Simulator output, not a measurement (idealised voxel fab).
voxel wiring stack: a process module
Each square cell in cross-section cut measures 5 nm, and the section as a whole is 165 nm wide.
We lay out every cross-section as a grid of square cells and spell it out in bands from the top down, where one band means one or more rows of cells.
Basically the band line says how high the top is and how high the bottom is, in nm, and then what's in it from left to right, every material with its width in nm. Empty space shows up as "blank", and if a single material carries "edge to edge" it runs the full band edge to edge.
Heights from 0 (as-received wafer is one material below). Bottom band endless downward, as "0 down".
Per-row width for "30..40": begins at first number (top row of band), ends at second number (bottom row), increment between rows held constant.
When a step is marked "identical to before", none of the cells in the cross-section changed during that step.
Look at "Sealed void inventory" for the closed voids: empty spaces with no open path to the top, sized 8 cells or up. Each is width x height at distance, distance from the left edge, all nm.
Where a step's line continues beyond its settings, the continuation is a remark by the simulator itself on that step.
You can add "overlay nm" to a step's line. For a step with a mask, it describes how far the mask lay to the right of its planned position, and a negative number describes a lay to the left.

### Steps planned for the process
1) RECEIVE [material Si]
2) CONFORMAL_DEP [material SiO2] [thk nm 10]
3) CONFORMAL_DEP [material SiCN] [thk nm 5]
4) DIRECTIONAL_DEP [material lowk] [thk nm 20]
5) MASKED_ETCH [tone open] [mask id METAL_1] [width nm 20] [pitch nm 35] [etch materials lowk] [depth nm 20] [overlay nm 0]
6) MASKED_ETCH [tone open] [mask id METAL_1] [width nm 20] [pitch nm 35] [etch materials SiCN] [depth nm 5] [overlay nm 0]
7) CONFORMAL_DEP [material TiN] [thk nm 5]
8) FILL_DEP [material Ru] [thk nm 10]
9) CMP [height nm 35]
10) CONFORMAL_DEP [material SiCN] [thk nm 5]
11) DIRECTIONAL_DEP [material SiO2] [thk nm 35]
12) MASKED_ETCH [tone open] [mask id METAL_2] [width nm 20] [pitch nm 35] [etch materials SiO2] [depth nm 20] [overlay nm 0]
13) MASKED_ETCH [tone open] [mask id METAL_2_HOLES] [width nm 15] [pitch nm 70] [etch materials SiO2] [depth nm 15] [overlay nm 0]
14) MASKED_ETCH [tone open] [mask id METAL_2_HOLES] [width nm 15] [pitch nm 70] [etch materials SiCN] [depth nm 5] [overlay nm 0]
15) CONFORMAL_DEP [material TiN] [thk nm 5]
16) FILL_DEP [material Cu] [thk nm 5]
17) CMP [height nm 75]
18) CONFORMAL_DEP [material SiCN] [thk nm 5]

### as received, after step 1
* 0 down = Si edge to edge
* Sealed void inventory: none

### Cross-section at module end, one run error; start and plan unchanged from above
* 80 to 75 = SiCN edge to edge
* 75 to 60 = SiO2: 35  TiN: 5  Cu: 10  TiN: 5  SiO2: 15  TiN: 5  Cu: 10  TiN: 5  SiO2: 15  TiN: 5  Cu: 10  TiN: 5  SiO2: 40
* 60 to 55 = SiO2: 35  TiN: 5  Cu: 5  TiN: 10  SiO2: 15  TiN: 20  SiO2: 15  TiN: 5  Cu: 5  TiN: 10  SiO2: 40
* 55 to 40 = SiO2: 35  TiN: 5  Cu: 5  TiN: 5  SiO2: 55  TiN: 5  Cu: 5  TiN: 5  SiO2: 45
* 40 to 35 = SiCN: 35  TiN: 15  SiCN: 55  TiN: 15  SiCN: 45
* 35 to 15 = lowk: 35  TiN: 5  Cu: 10  TiN: 5  lowk: 15  TiN: 5  Cu: 10  TiN: 5  lowk: 15  TiN: 5  Cu: 10  TiN: 5  lowk: 40
* 15 to 10 = SiCN: 35  TiN: 20  SiCN: 15  TiN: 20  SiCN: 15  TiN: 20  SiCN: 40
* 10 to 0 = SiO2 edge to edge
* 0 down = Si edge to edge
* Sealed void inventory: none
What was done differently from what was planned? step 8 was run on a setting that differed from the plan, and what really ran there is FILL_DEP [material Cu] [thk nm 10]
